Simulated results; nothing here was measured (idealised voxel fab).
The document below concerns the process module designated voxel self aligned contacts.
Section cut is 150 nm wide and gridded with 5 nm square cells.
Heads up, the way a cross-section reads in here is a grid of square cells, handed over as bands from the top down, with every band being one or more rows of cells.
Band entry format. Leading values: height of top, height of bottom, nm. Remainder: materials in left-to-right order, each with its width in nm. Special words: "full width" on a single material, which then fills the band edge to edge; "blank", empty space.
Counting heights begins at 0, where everything beneath is, in the wafer as received, one material. The lowest band has no bottom; it goes on downwards, as "0 and below" shows.
Read "30->40" as a graded width: first number on top, second number at the bottom, same change between each pair of neighbouring rows.
Basically "no change" means that step didn't change any cell in the cross-section.
Listed in "Fully sealed cavities": every empty space of 8 or more cells without an open way to the top. Form: width x height at distance, the distance being from the left edge, all in nm.
On a step's line, text after the settings is the simulator commenting on that step.
When a step includes a mask, the "overlay nm" setting on its line states how far to the right of its planned place that mask lay, and negative values state how far to the left.
Read each pair as before and after one process step. The after cross-section shows only down to the lowest band that changed. The step between them and its settings are given below the pair. Pairs can come from different runs of this module on the same starting wafer. A pair continues from the pair above only where its "Pre-step" entry says so.
PRE-STEP
> 0 and below = Si full width
> Fully sealed cavities: none
SECTION AFTER PROCESSING
> 0 down to -5 = SiO2 full width
> Note: structure below -5 unchanged.
> Fully sealed cavities: none
Step, before to after (see cross-sections above): OXIDIZE | depth nm 5
Pre-step: Please consult the pair immediately above; the cross-section it shows after its step is the state before this step.
SECTION AFTER PROCESSING
> 20 down to 0 = polySi full width
> Note: structure below 0 unchanged.
> Fully sealed cavities: none
Step, before to after (see cross-sections above): DIRECTIONAL_DEP | material polySi | thk nm 20
Pre-step: Please consult the pair immediately above; the cross-section it shows after its step is the state before this step.
SECTION AFTER PROCESSING
> 40 down to 20 = SiN full width
> Note: structure below 20 unchanged.
> Fully sealed cavities: none
Step, before to after (see cross-sections above): DIRECTIONAL_DEP | material SiN | thk nm 20
Pre-step: Please consult the pair immediately above; the cross-section it shows after its step is the state before this step.
SECTION AFTER PROCESSING
> 40 down to 20 = 25 blank, 35 SiN, 30 blank, 35 SiN, 25 blank
> Note: structure below 20 unchanged.
> Fully sealed cavities: none
Step, before to after (see cross-sections above): MASKED_ETCH | tone cover | mask id GATE | width nm 35 | pitch nm 65 | etch materials SiN | depth nm 20 | overlay nm 0
Pre-step: Please consult the pair immediately above; the cross-section it shows after its step is the state before this step.
SECTION AFTER PROCESSING
> 40 down to 20 = 25 blank, 35 SiN, 30 blank, 35 SiN, 25 blank
> 20 down to 0 = 25 blank, 35 polySi, 30 blank, 35 polySi, 25 blank
> Note: structure below 0 unchanged.
> Fully sealed cavities: none
Step, before to after (see cross-sections above): MASKED_ETCH | tone cover | mask id GATE | width nm 35 | pitch nm 65 | etch materials polySi | depth nm 20 | overlay nm 0
Pre-step: Please consult the pair immediately above; the cross-section it shows after its step is the state before this step.
SECTION AFTER PROCESSING
> 45 down to 20 = 20 blank, 45 SiN, 20 blank, 45 SiN, 20 blank
> 20 down to 5 = 20 blank, 5 SiN, 35 polySi, 5 SiN, 20 blank, 5 SiN, 35 polySi, 5 SiN, 20 blank
> 5 down to 0 = 25 SiN, 35 polySi, 30 SiN, 35 polySi, 25 SiN
> Note: structure below 0 unchanged.
> Fully sealed cavities: none
Step, before to after (see cross-sections above): CONFORMAL_DEP | material SiN | thk nm 5
Pre-step: Please consult the pair immediately above; the cross-section it shows after its step is the state before this step.
SECTION AFTER PROCESSING
> 40 down to 20 = 20 blank, 45 SiN, 20 blank, 45 SiN, 20 blank
> 20 down to 0 = 20 blank, 5 SiN, 35 polySi, 5 SiN, 20 blank, 5 SiN, 35 polySi, 5 SiN, 20 blank
> Note: structure below 0 unchanged.
> Fully sealed cavities: none
Step, before to after (see cross-sections above): DIRECTIONAL_ETCH | etch materials SiN | depth nm 5
Pre-step: Please consult the pair immediately above; the cross-section it shows after its step is the state before this step.
SECTION AFTER PROCESSING
> 60 down to 40 = SiO2 full width
> 40 down to 20 = 20 SiO2, 45 SiN, 20 SiO2, 45 SiN, 20 SiO2
> 20 down to 0 = 20 SiO2, 5 SiN, 35 polySi, 5 SiN, 20 SiO2, 5 SiN, 35 polySi, 5 SiN, 20 SiO2
> Note: structure below 0 unchanged.
> Fully sealed cavities: none
Step, before to after (see cross-sections above): FILL_DEP | material SiO2 | thk nm 20
Pre-step: Please consult the pair immediately above; the cross-section it shows after its step is the state before this step.
SECTION AFTER PROCESSING
> 50 down to 40 = SiO2 full width
> Note: structure below 40 unchanged.
> Fully sealed cavities: none
Step, before to after (see cross-sections above): CMP | height nm 50
Pre-step: Please consult the pair immediately above; the cross-section it shows after its step is the state before this step.
SECTION AFTER PROCESSING
> 50 down to 40 = 55 SiO2, 40 blank, 55 SiO2
> 40 down to 20 = 20 SiO2, 45 SiN, 20 blank, 45 SiN, 20 SiO2
> 20 down to 0 = 20 SiO2, 5 SiN, 35 polySi, 5 SiN, 20 blank, 5 SiN, 35 polySi, 5 SiN, 20 SiO2
> 0 down to -5 = 65 SiO2, 20 blank, 65 SiO2
> Note: structure below -5 unchanged.
> Fully sealed cavities: none
Step, before to after (see cross-sections above): MASKED_ETCH | tone open | mask id CONTACT | width nm 40 | etch materials SiO2 | depth nm 55 | overlay nm 0
Pre-step: Please consult the pair immediately above; the cross-section it shows after its step is the state before this step.
SECTION AFTER PROCESSING
> 55 down to 50 = 60 TiN, 30 blank, 60 TiN
> 50 down to 40 = 55 SiO2, 5->15 TiN, 30->10 blank, 5->15 TiN, 55 SiO2
> 40 down to 20 = 20 SiO2, 45 SiN, 5 TiN, 10 blank, 5 TiN, 45 SiN, 20 SiO2
> 20 down to 0 = 20 SiO2, 5 SiN, 35 polySi, 5 SiN, 5 TiN, 10 blank, 5 TiN, 5 SiN, 35 polySi, 5 SiN, 20 SiO2
> 0 down to -5 = 65 SiO2, 20 TiN, 65 SiO2
> Note: structure below -5 unchanged.
> Fully sealed cavities: none
Step, before to after (see cross-sections above): CONFORMAL_DEP | material TiN | thk nm 5
Pre-step: Please consult the pair immediately above; the cross-section it shows after its step is the state before this step.
SECTION AFTER PROCESSING
> 60 down to 55 = Ru full width
> 55 down to 50 = 60 TiN, 30 Ru, 60 TiN
> 50 down to 40 = 55 SiO2, 5->15 TiN, 30->10 Ru, 5->15 TiN, 55 SiO2
> 40 down to 20 = 20 SiO2, 45 SiN, 5 TiN, 10 Ru, 5 TiN, 45 SiN, 20 SiO2
> 20 down to 0 = 20 SiO2, 5 SiN, 35 polySi, 5 SiN, 5 TiN, 10 Ru, 5 TiN, 5 SiN, 35 polySi, 5 SiN, 20 SiO2
> Note: structure below 0 unchanged.
> Fully sealed cavities: none
Step, before to after (see cross-sections above): FILL_DEP | material Ru | thk nm 5
Pre-step: Please consult the pair immediately above; the cross-section it shows after its step is the state before this step.
SECTION AFTER PROCESSING
> 50 down to 40 = 55 SiO2, 5->15 TiN, 30->10 Ru, 5->15 TiN, 55 SiO2
> Note: structure below 40 unchanged.
> Fully sealed cavities: none
Step, before to after (see cross-sections above): CMP | height nm 50
Pre-step: Please consult the pair immediately above; the cross-section it shows after its step is the state before this step.
SECTION AFTER PROCESSING
> 55 down to 50 = SiN full width
> Note: structure below 50 unchanged.
> Fully sealed cavities: none
Step, before to after (see cross-sections above): CONFORMAL_DEP | material SiN | thk nm 5
PRE-STEP
> 0 and below = Si full width
> Fully sealed cavities: none
SECTION AFTER PROCESSING
> 20 down to 0 = polySi full width
> Note: structure below 0 unchanged.
> Fully sealed cavities: none
Step, before to after (see cross-sections above): DIRECTIONAL_DEP | material polySi | thk nm 20
Pre-step: Please consult the pair immediately above; the cross-section it shows after its step is the state before this step.
SECTION AFTER PROCESSING
> 40 down to 20 = SiN full width
> Note: structure below 20 unchanged.
> Fully sealed cavities: none
Step, before to after (see cross-sections above): DIRECTIONAL_DEP | material SiN | thk nm 20
Pre-step: Please consult the pair immediately above; the cross-section it shows after its step is the state before this step.
SECTION AFTER PROCESSING
> 40 down to 20 = 25 blank, 35 SiN, 30 blank, 35 SiN, 25 blank
> Note: structure below 20 unchanged.
> Fully sealed cavities: none
Step, before to after (see cross-sections above): MASKED_ETCH | tone cover | mask id GATE | width nm 35 | pitch nm 65 | etch materials SiN | depth nm 20 | overlay nm 0
Pre-step: Please consult the pair immediately above; the cross-section it shows after its step is the state before this step.
SECTION AFTER PROCESSING
> 40 down to 20 = 25 blank, 35 SiN, 30 blank, 35 SiN, 25 blank
> 20 down to 0 = 25 blank, 35 polySi, 30 blank, 35 polySi, 25 blank
> Note: structure below 0 unchanged.
> Fully sealed cavities: none
Step, before to after (see cross-sections above): MASKED_ETCH | tone cover | mask id GATE | width nm 35 | pitch nm 65 | etch materials polySi | depth nm 20 | overlay nm 0
Pre-step: Please consult the pair immediately above; the cross-section it shows after its step is the state before this step.
SECTION AFTER PROCESSING
> 45 down to 20 = 20 blank, 45 SiN, 20 blank, 45 SiN, 20 blank
> 20 down to 5 = 20 blank, 5 SiN, 35 polySi, 5 SiN, 20 blank, 5 SiN, 35 polySi, 5 SiN, 20 blank
> 5 down to 0 = 25 SiN, 35 polySi, 30 SiN, 35 polySi, 25 SiN
> Note: structure below 0 unchanged.
> Fully sealed cavities: none
Step, before to after (see cross-sections above): CONFORMAL_DEP | material SiN | thk nm 5
Pre-step: Please consult the pair immediately above; the cross-section it shows after its step is the state before this step.
SECTION AFTER PROCESSING
> 40 down to 20 = 20 blank, 45 SiN, 20 blank, 45 SiN, 20 blank
> 20 down to 0 = 20 blank, 5 SiN, 35 polySi, 5 SiN, 20 blank, 5 SiN, 35 polySi, 5 SiN, 20 blank
> Note: structure below 0 unchanged.
> Fully sealed cavities: none
Step, before to after (see cross-sections above): DIRECTIONAL_ETCH | etch materials SiN | depth nm 5
Pre-step: Please consult the pair immediately above; the cross-section it shows after its step is the state before this step.
SECTION AFTER PROCESSING
> 60 down to 40 = SiO2 full width
> 40 down to 20 = 20 SiO2, 45 SiN, 20 SiO2, 45 SiN, 20 SiO2
> 20 down to 0 = 20 SiO2, 5 SiN, 35 polySi, 5 SiN, 20 SiO2, 5 SiN, 35 polySi, 5 SiN, 20 SiO2
> Note: structure below 0 unchanged.
> Fully sealed cavities: none
Step, before to after (see cross-sections above): FILL_DEP | material SiO2 | thk nm 20
Pre-step: Please consult the pair immediately above; the cross-section it shows after its step is the state before this step.
SECTION AFTER PROCESSING
> 50 down to 40 = SiO2 full width
> Note: structure below 40 unchanged.
> Fully sealed cavities: none
Step, before to after (see cross-sections above): CMP | height nm 50
Pre-step: Please consult the pair immediately above; the cross-section it shows after its step is the state before this step.
SECTION AFTER PROCESSING
> 50 down to 40 = 55 SiO2, 40 blank, 55 SiO2
> 40 down to 20 = 20 SiO2, 45 SiN, 20 blank, 45 SiN, 20 SiO2
> 20 down to 0 = 20 SiO2, 5 SiN, 35 polySi, 5 SiN, 20 blank, 5 SiN, 35 polySi, 5 SiN, 20 SiO2
> Note: structure below 0 unchanged.
> Fully sealed cavities: none
Step, before to after (see cross-sections above): MASKED_ETCH | tone open | mask id CONTACT | width nm 40 | etch materials SiO2 | depth nm 55 | overlay nm 0
Pre-step: Please consult the pair immediately above; the cross-section it shows after its step is the state before this step.
SECTION AFTER PROCESSING
> 55 down to 50 = 60 TiN, 30 blank, 60 TiN
> 50 down to 40 = 55 SiO2, 5->15 TiN, 30->10 blank, 5->15 TiN, 55 SiO2
> 40 down to 20 = 20 SiO2, 45 SiN, 5 TiN, 10 blank, 5 TiN, 45 SiN, 20 SiO2
> 20 down to 5 = 20 SiO2, 5 SiN, 35 polySi, 5 SiN, 5 TiN, 10 blank, 5 TiN, 5 SiN, 35 polySi, 5 SiN, 20 SiO2
> 5 down to 0 = 20 SiO2, 5 SiN, 35 polySi, 5 SiN, 20 TiN, 5 SiN, 35 polySi, 5 SiN, 20 SiO2
> Note: structure below 0 unchanged.
> Fully sealed cavities: none
Step, before to after (see cross-sections above): CONFORMAL_DEP | material TiN | thk nm 5
Pre-step: Please consult the pair immediately above; the cross-section it shows after its step is the state before this step.
SECTION AFTER PROCESSING
> 60 down to 55 = Ru full width
> 55 down to 50 = 60 TiN, 30 Ru, 60 TiN
> 50 down to 40 = 55 SiO2, 5->15 TiN, 30->10 Ru, 5->15 TiN, 55 SiO2
> 40 down to 20 = 20 SiO2, 45 SiN, 5 TiN, 10 Ru, 5 TiN, 45 SiN, 20 SiO2
> 20 down to 5 = 20 SiO2, 5 SiN, 35 polySi, 5 SiN, 5 TiN, 10 Ru, 5 TiN, 5 SiN, 35 polySi, 5 SiN, 20 SiO2
> Note: structure below 5 unchanged.
> Fully sealed cavities: none
Step, before to after (see cross-sections above): FILL_DEP | material Ru | thk nm 5
Pre-step: Please consult the pair immediately above; the cross-section it shows after its step is the state before this step.
SECTION AFTER PROCESSING
> 50 down to 40 = 55 SiO2, 5->15 TiN, 30->10 Ru, 5->15 TiN, 55 SiO2
> Note: structure below 40 unchanged.
> Fully sealed cavities: none
Step, before to after (see cross-sections above): CMP | height nm 50
Pre-step: Please consult the pair immediately above; the cross-section it shows after its step is the state before this step.
SECTION AFTER PROCESSING
> 55 down to 50 = SiN full width
> Note: structure below 50 unchanged.
> Fully sealed cavities: none
Step, before to after (see cross-sections above): CONFORMAL_DEP | material SiN | thk nm 5
PRE-STEP
> 40 down to 20 = SiN full width
> 20 down to 0 = polySi full width
> 0 down to -5 = SiO2 full width
> -5 and below = Si full width
> Fully sealed cavities: none
SECTION AFTER PROCESSING
> 60 down to 20 = SiN full width
> Note: structure below 20 unchanged.
> Fully sealed cavities: none
Step, before to after (see cross-sections above): DIRECTIONAL_DEP | material SiN | thk nm 20
Pre-step: Please consult the pair immediately above; the cross-section it shows after its step is the state before this step.
SECTION AFTER PROCESSING
> 60 down to 40 = 25 blank, 35 SiN, 30 blank, 35 SiN, 25 blank
> Note: structure below 40 unchanged.
> Fully sealed cavities: none
Step, before to after (see cross-sections above): MASKED_ETCH | tone cover | mask id GATE | width nm 35 | pitch nm 65 | etch materials SiN | depth nm 20 | overlay nm 0
Pre-step: Please consult the pair immediately above; the cross-section it shows after its step is the state before this step.
SECTION AFTER PROCESSING
> 65 down to 45 = 20 blank, 45 SiN, 20 blank, 45 SiN, 20 blank
> 45 down to 20 = SiN full width
> Note: structure below 20 unchanged.
> Fully sealed cavities: none
Step, before to after (see cross-sections above): CONFORMAL_DEP | material SiN | thk nm 5
Pre-step: Please consult the pair immediately above; the cross-section it shows after its step is the state before this step.
SECTION AFTER PROCESSING
> 60 down to 40 = 20 blank, 45 SiN, 20 blank, 45 SiN, 20 blank
> Note: structure below 40 unchanged.
> Fully sealed cavities: none
Step, before to after (see cross-sections above): DIRECTIONAL_ETCH | etch materials SiN | depth nm 5
Pre-step: Please consult the pair immediately above; the cross-section it shows after its step is the state before this step.
SECTION AFTER PROCESSING
> 80 down to 60 = SiO2 full width
> 60 down to 40 = 20 SiO2, 45 SiN, 20 SiO2, 45 SiN, 20 SiO2
> Note: structure below 40 unchanged.
> Fully sealed cavities: none
Step, before to after (see cross-sections above): FILL_DEP | material SiO2 | thk nm 20
Pre-step: Please consult the pair immediately above; the cross-section it shows after its step is the state before this step.
SECTION AFTER PROCESSING
> 50 down to 40 = 20 SiO2, 45 SiN, 20 SiO2, 45 SiN, 20 SiO2
> Note: structure below 40 unchanged.
> Fully sealed cavities: none
Step, before to after (see cross-sections above): CMP | height nm 50
Pre-step: Please consult the pair immediately above; the cross-section it shows after its step is the state before this step.
SECTION AFTER PROCESSING
> 50 down to 40 = 20 SiO2, 45 SiN, 20 blank, 45 SiN, 20 SiO2
> Note: structure below 40 unchanged.
> Fully sealed cavities: none
Step, before to after (see cross-sections above): MASKED_ETCH | tone open | mask id CONTACT | width nm 40 | etch materials SiO2 | depth nm 55 | overlay nm 0
Pre-step: Please consult the pair immediately above; the cross-section it shows after its step is the state before this step.
SECTION AFTER PROCESSING
> 55 down to 50 = 70 TiN, 10 blank, 70 TiN
> 50 down to 45 = 20 SiO2, 45 SiN, 5 TiN, 10 blank, 5 TiN, 45 SiN, 20 SiO2
> 45 down to 40 = 20 SiO2, 45 SiN, 20 TiN, 45 SiN, 20 SiO2
> Note: structure below 40 unchanged.
> Fully sealed cavities: none
Step, before to after (see cross-sections above): CONFORMAL_DEP | material TiN | thk nm 5
Pre-step: Please consult the pair immediately above; the cross-section it shows after its step is the state before this step.
SECTION AFTER PROCESSING
> 60 down to 55 = Ru full width
> 55 down to 50 = 70 TiN, 10 Ru, 70 TiN
> 50 down to 45 = 20 SiO2, 45 SiN, 5 TiN, 10 Ru, 5 TiN, 45 SiN, 20 SiO2
> Note: structure below 45 unchanged.
> Fully sealed cavities: none
Step, before to after (see cross-sections above): FILL_DEP | material Ru | thk nm 5
Pre-step: Please consult the pair immediately above; the cross-section it shows after its step is the state before this step.
SECTION AFTER PROCESSING
> 50 down to 45 = 20 SiO2, 45 SiN, 5 TiN, 10 Ru, 5 TiN, 45 SiN, 20 SiO2
> Note: structure below 45 unchanged.
> Fully sealed cavities: none
Step, before to after (see cross-sections above): CMP | height nm 50
Pre-step: Please consult the pair immediately above; the cross-section it shows after its step is the state before this step.
SECTION AFTER PROCESSING
> 55 down to 50 = SiN full width
> Note: structure below 50 unchanged.
> Fully sealed cavities: none
Step, before to after (see cross-sections above): CONFORMAL_DEP | material SiN | thk nm 5
PRE-STEP
> 40 down to 20 = 25 blank, 35 SiN, 30 blank, 35 SiN, 25 blank
> 20 down to 0 = 25 blank, 35 polySi, 30 blank, 35 polySi, 25 blank
> 0 down to -5 = SiO2 full width
> -5 and below = Si full width
> Fully sealed cavities: none
SECTION AFTER PROCESSING
> 35 down to 20 = 25 blank, 35 SiN, 30 blank, 35 SiN, 25 blank
> Note: structure below 20 unchanged.
> Fully sealed cavities: none
Step, before to after (see cross-sections above): DIRECTIONAL_ETCH | etch materials SiN | depth nm 5
Pre-step: Please consult the pair immediately above; the cross-section it shows after its step is the state before this step.
SECTION AFTER PROCESSING
> 40 down to 20 = 20 blank, 45 SiN, 20 blank, 45 SiN, 20 blank
> 20 down to 5 = 20 blank, 5 SiN, 35 polySi, 5 SiN, 20 blank, 5 SiN, 35 polySi, 5 SiN, 20 blank
> 5 down to 0 = 25 SiN, 35 polySi, 30 SiN, 35 polySi, 25 SiN
> Note: structure below 0 unchanged.
> Fully sealed cavities: none
Step, before to after (see cross-sections above): CONFORMAL_DEP | material SiN | thk nm 5
Pre-step: Please consult the pair immediately above; the cross-section it shows after its step is the state before this step.
SECTION AFTER PROCESSING
> 60 down to 40 = SiO2 full width
> 40 down to 20 = 20 SiO2, 45 SiN, 20 SiO2, 45 SiN, 20 SiO2
> 20 down to 5 = 20 SiO2, 5 SiN, 35 polySi, 5 SiN, 20 SiO2, 5 SiN, 35 polySi, 5 SiN, 20 SiO2
> Note: structure below 5 unchanged.
> Fully sealed cavities: none
Step, before to after (see cross-sections above): FILL_DEP | material SiO2 | thk nm 20
Pre-step: Please consult the pair immediately above; the cross-section it shows after its step is the state before this step.
SECTION AFTER PROCESSING
> 50 down to 40 = SiO2 full width
> Note: structure below 40 unchanged.
> Fully sealed cavities: none
Step, before to after (see cross-sections above): CMP | height nm 50
Pre-step: Please consult the pair immediately above; the cross-section it shows after its step is the state before this step.
SECTION AFTER PROCESSING
> 50 down to 40 = 55 SiO2, 40 blank, 55 SiO2
> 40 down to 20 = 20 SiO2, 45 SiN, 20 blank, 45 SiN, 20 SiO2
> 20 down to 5 = 20 SiO2, 5 SiN, 35 polySi, 5 SiN, 20 blank, 5 SiN, 35 polySi, 5 SiN, 20 SiO2
> Note: structure below 5 unchanged.
> Fully sealed cavities: none
Step, before to after (see cross-sections above): MASKED_ETCH | tone open | mask id CONTACT | width nm 40 | etch materials SiO2 | depth nm 55 | overlay nm 0
Pre-step: Please consult the pair immediately above; the cross-section it shows after its step is the state before this step.
SECTION AFTER PROCESSING
> 55 down to 50 = 60 TiN, 30 blank, 60 TiN
> 50 down to 40 = 55 SiO2, 5->15 TiN, 30->10 blank, 5->15 TiN, 55 SiO2
> 40 down to 20 = 20 SiO2, 45 SiN, 5 TiN, 10 blank, 5 TiN, 45 SiN, 20 SiO2
> 20 down to 10 = 20 SiO2, 5 SiN, 35 polySi, 5 SiN, 5 TiN, 10 blank, 5 TiN, 5 SiN, 35 polySi, 5 SiN, 20 SiO2
> 10 down to 5 = 20 SiO2, 5 SiN, 35 polySi, 5 SiN, 20 TiN, 5 SiN, 35 polySi, 5 SiN, 20 SiO2
> Note: structure below 5 unchanged.
> Fully sealed cavities: none
Step, before to after (see cross-sections above): CONFORMAL_DEP | material TiN | thk nm 5
Pre-step: Please consult the pair immediately above; the cross-section it shows after its step is the state before this step.
SECTION AFTER PROCESSING
> 60 down to 55 = Ru full width
> 55 down to 50 = 60 TiN, 30 Ru, 60 TiN
> 50 down to 40 = 55 SiO2, 5->15 TiN, 30->10 Ru, 5->15 TiN, 55 SiO2
> 40 down to 20 = 20 SiO2, 45 SiN, 5 TiN, 10 Ru, 5 TiN, 45 SiN, 20 SiO2
> 20 down to 10 = 20 SiO2, 5 SiN, 35 polySi, 5 SiN, 5 TiN, 10 Ru, 5 TiN, 5 SiN, 35 polySi, 5 SiN, 20 SiO2
> Note: structure below 10 unchanged.
> Fully sealed cavities: none
Step, before to after (see cross-sections above): FILL_DEP | material Ru | thk nm 5
Pre-step: Please consult the pair immediately above; the cross-section it shows after its step is the state before this step.
SECTION AFTER PROCESSING
> 50 down to 40 = 55 SiO2, 5->15 TiN, 30->10 Ru, 5->15 TiN, 55 SiO2
> Note: structure below 40 unchanged.
> Fully sealed cavities: none
Step, before to after (see cross-sections above): CMP | height nm 50
Pre-step: Please consult the pair immediately above; the cross-section it shows after its step is the state before this step.
SECTION AFTER PROCESSING
> 55 down to 50 = SiN full width
> Note: structure below 50 unchanged.
> Fully sealed cavities: none
Step, before to after (see cross-sections above): CONFORMAL_DEP | material SiN | thk nm 5
PRE-STEP
> 0 down to -5 = SiO2 full width
> -5 and below = Si full width
> Fully sealed cavities: none
SECTION AFTER PROCESSING
> 25 down to 0 = polySi full width
> Note: structure below 0 unchanged.
> Fully sealed cavities: none
Step, before to after (see cross-sections above): DIRECTIONAL_DEP | material polySi | thk nm 25
Pre-step: Please consult the pair immediately above; the cross-section it shows after its step is the state before this step.
SECTION AFTER PROCESSING
> 45 down to 25 = SiN full width
> Note: structure below 25 unchanged.
> Fully sealed cavities: none
Step, before to after (see cross-sections above): DIRECTIONAL_DEP | material SiN | thk nm 20
Pre-step: Please consult the pair immediately above; the cross-section it shows after its step is the state before this step.
SECTION AFTER PROCESSING
> 45 down to 25 = 25 blank, 35 SiN, 30 blank, 35 SiN, 25 blank
> Note: structure below 25 unchanged.
> Fully sealed cavities: none
Step, before to after (see cross-sections above): MASKED_ETCH | tone cover | mask id GATE | width nm 35 | pitch nm 65 | etch materials SiN | depth nm 20 | overlay nm 0
Pre-step: Please consult the pair immediately above; the cross-section it shows after its step is the state before this step.
SECTION AFTER PROCESSING
> 45 down to 25 = 25 blank, 35 SiN, 30 blank, 35 SiN, 25 blank
> 25 down to 5 = 25 blank, 35 polySi, 30 blank, 35 polySi, 25 blank
> Note: structure below 5 unchanged.
> Fully sealed cavities: none
Step, before to after (see cross-sections above): MASKED_ETCH | tone cover | mask id GATE | width nm 35 | pitch nm 65 | etch materials polySi | depth nm 20 | overlay nm 0
Pre-step: Please consult the pair immediately above; the cross-section it shows after its step is the state before this step.
SECTION AFTER PROCESSING
> 50 down to 25 = 20 blank, 45 SiN, 20 blank, 45 SiN, 20 blank
> 25 down to 10 = 20 blank, 5 SiN, 35 polySi, 5 SiN, 20 blank, 5 SiN, 35 polySi, 5 SiN, 20 blank
> 10 down to 5 = 25 SiN, 35 polySi, 30 SiN, 35 polySi, 25 SiN
> Note: structure below 5 unchanged.
> Fully sealed cavities: none
Step, before to after (see cross-sections above): CONFORMAL_DEP | material SiN | thk nm 5
Pre-step: Please consult the pair immediately above; the cross-section it shows after its step is the state before this step.
SECTION AFTER PROCESSING
> 45 down to 25 = 20 blank, 45 SiN, 20 blank, 45 SiN, 20 blank
> 25 down to 5 = 20 blank, 5 SiN, 35 polySi, 5 SiN, 20 blank, 5 SiN, 35 polySi, 5 SiN, 20 blank
> Note: structure below 5 unchanged.
> Fully sealed cavities: none
Step, before to after (see cross-sections above): DIRECTIONAL_ETCH | etch materials SiN | depth nm 5
Pre-step: Please consult the pair immediately above; the cross-section it shows after its step is the state before this step.
SECTION AFTER PROCESSING
> 65 down to 45 = SiO2 full width
> 45 down to 25 = 20 SiO2, 45 SiN, 20 SiO2, 45 SiN, 20 SiO2
> 25 down to 5 = 20 SiO2, 5 SiN, 35 polySi, 5 SiN, 20 SiO2, 5 SiN, 35 polySi, 5 SiN, 20 SiO2
> Note: structure below 5 unchanged.
> Fully sealed cavities: none
Step, before to after (see cross-sections above): FILL_DEP | material SiO2 | thk nm 20
Pre-step: Please consult the pair immediately above; the cross-section it shows after its step is the state before this step.
SECTION AFTER PROCESSING
> 50 down to 45 = SiO2 full width
> Note: structure below 45 unchanged.
> Fully sealed cavities: none
Step, before to after (see cross-sections above): CMP | height nm 50
Pre-step: Please consult the pair immediately above; the cross-section it shows after its step is the state before this step.
SECTION AFTER PROCESSING
> 50 down to 45 = 55 SiO2, 40 blank, 55 SiO2
> 45 down to 25 = 20 SiO2, 45 SiN, 20 blank, 45 SiN, 20 SiO2
> 25 down to 5 = 20 SiO2, 5 SiN, 35 polySi, 5 SiN, 20 blank, 5 SiN, 35 polySi, 5 SiN, 20 SiO2
> Note: structure below 5 unchanged.
> Fully sealed cavities: none
Step, before to after (see cross-sections above): MASKED_ETCH | tone open | mask id CONTACT | width nm 40 | etch materials SiO2 | depth nm 55 | overlay nm 0
Pre-step: Please consult the pair immediately above; the cross-section it shows after its step is the state before this step.
SECTION AFTER PROCESSING
> 55 down to 50 = 60 TiN, 30 blank, 60 TiN
> 50 down to 45 = 55 SiO2, 15 TiN, 10 blank, 15 TiN, 55 SiO2
> 45 down to 25 = 20 SiO2, 45 SiN, 5 TiN, 10 blank, 5 TiN, 45 SiN, 20 SiO2
> 25 down to 10 = 20 SiO2, 5 SiN, 35 polySi, 5 SiN, 5 TiN, 10 blank, 5 TiN, 5 SiN, 35 polySi, 5 SiN, 20 SiO2
> 10 down to 5 = 20 SiO2, 5 SiN, 35 polySi, 5 SiN, 20 TiN, 5 SiN, 35 polySi, 5 SiN, 20 SiO2
> Note: structure below 5 unchanged.
> Fully sealed cavities: none
Step, before to after (see cross-sections above): CONFORMAL_DEP | material TiN | thk nm 5
Pre-step: Please consult the pair immediately above; the cross-section it shows after its step is the state before this step.
SECTION AFTER PROCESSING
> 60 down to 55 = Ru full width
> 55 down to 50 = 60 TiN, 30 Ru, 60 TiN
> 50 down to 45 = 55 SiO2, 15 TiN, 10 Ru, 15 TiN, 55 SiO2
> 45 down to 25 = 20 SiO2, 45 SiN, 5 TiN, 10 Ru, 5 TiN, 45 SiN, 20 SiO2
> 25 down to 10 = 20 SiO2, 5 SiN, 35 polySi, 5 SiN, 5 TiN, 10 Ru, 5 TiN, 5 SiN, 35 polySi, 5 SiN, 20 SiO2
> Note: structure below 10 unchanged.
> Fully sealed cavities: none
Step, before to after (see cross-sections above): FILL_DEP | material Ru | thk nm 5
Pre-step: Please consult the pair immediately above; the cross-section it shows after its step is the state before this step.
SECTION AFTER PROCESSING
> 50 down to 45 = 55 SiO2, 15 TiN, 10 Ru, 15 TiN, 55 SiO2
> Note: structure below 45 unchanged.
> Fully sealed cavities: none
Step, before to after (see cross-sections above): CMP | height nm 50
Pre-step: Please consult the pair immediately above; the cross-section it shows after its step is the state before this step.
SECTION AFTER PROCESSING
> 55 down to 50 = SiN full width
> Note: structure below 50 unchanged.
> Fully sealed cavities: none
Step, before to after (see cross-sections above): CONFORMAL_DEP | material SiN | thk nm 5
PRE-STEP
> 50 down to 40 = SiO2 full width
> 40 down to 20 = 20 SiO2, 45 SiN, 20 SiO2, 45 SiN, 20 SiO2
> 20 down to 0 = 20 SiO2, 5 SiN, 35 polySi, 5 SiN, 20 SiO2, 5 SiN, 35 polySi, 5 SiN, 20 SiO2
> 0 down to -5 = SiO2 full width
> -5 and below = Si full width
> Fully sealed cavities: none
SECTION AFTER PROCESSING
> 50 down to 40 = 50 SiO2, 50 blank, 50 SiO2
> 40 down to 20 = 20 SiO2, 45 SiN, 20 blank, 45 SiN, 20 SiO2
> 20 down to 0 = 20 SiO2, 5 SiN, 35 polySi, 5 SiN, 20 blank, 5 SiN, 35 polySi, 5 SiN, 20 SiO2
> 0 down to -5 = 65 SiO2, 20 blank, 65 SiO2
> Note: structure below -5 unchanged.
> Fully sealed cavities: none
Step, before to after (see cross-sections above): MASKED_ETCH | tone open | mask id CONTACT | width nm 50 | etch materials SiO2 | depth nm 55 | overlay nm 0
Pre-step: Please consult the pair immediately above; the cross-section it shows after its step is the state before this step.
SECTION AFTER PROCESSING
> 55 down to 50 = 55 TiN, 40 blank, 55 TiN
> 50 down to 40 = 50 SiO2, 5->20 TiN, 40->10 blank, 5->20 TiN, 50 SiO2
> 40 down to 20 = 20 SiO2, 45 SiN, 5 TiN, 10 blank, 5 TiN, 45 SiN, 20 SiO2
> 20 down to 0 = 20 SiO2, 5 SiN, 35 polySi, 5 SiN, 5 TiN, 10 blank, 5 TiN, 5 SiN, 35 polySi, 5 SiN, 20 SiO2
> 0 down to -5 = 65 SiO2, 20 TiN, 65 SiO2
> Note: structure below -5 unchanged.
> Fully sealed cavities: none
Step, before to after (see cross-sections above): CONFORMAL_DEP | material TiN | thk nm 5
Pre-step: Please consult the pair immediately above; the cross-section it shows after its step is the state before this step.
SECTION AFTER PROCESSING
> 60 down to 55 = Ru full width
> 55 down to 50 = 55 TiN, 40 Ru, 55 TiN
> 50 down to 40 = 50 SiO2, 5->20 TiN, 40->10 Ru, 5->20 TiN, 50 SiO2
> 40 down to 20 = 20 SiO2, 45 SiN, 5 TiN, 10 Ru, 5 TiN, 45 SiN, 20 SiO2
> 20 down to 0 = 20 SiO2, 5 SiN, 35 polySi, 5 SiN, 5 TiN, 10 Ru, 5 TiN, 5 SiN, 35 polySi, 5 SiN, 20 SiO2
> Note: structure below 0 unchanged.
> Fully sealed cavities: none
Step, before to after (see cross-sections above): FILL_DEP | material Ru | thk nm 5
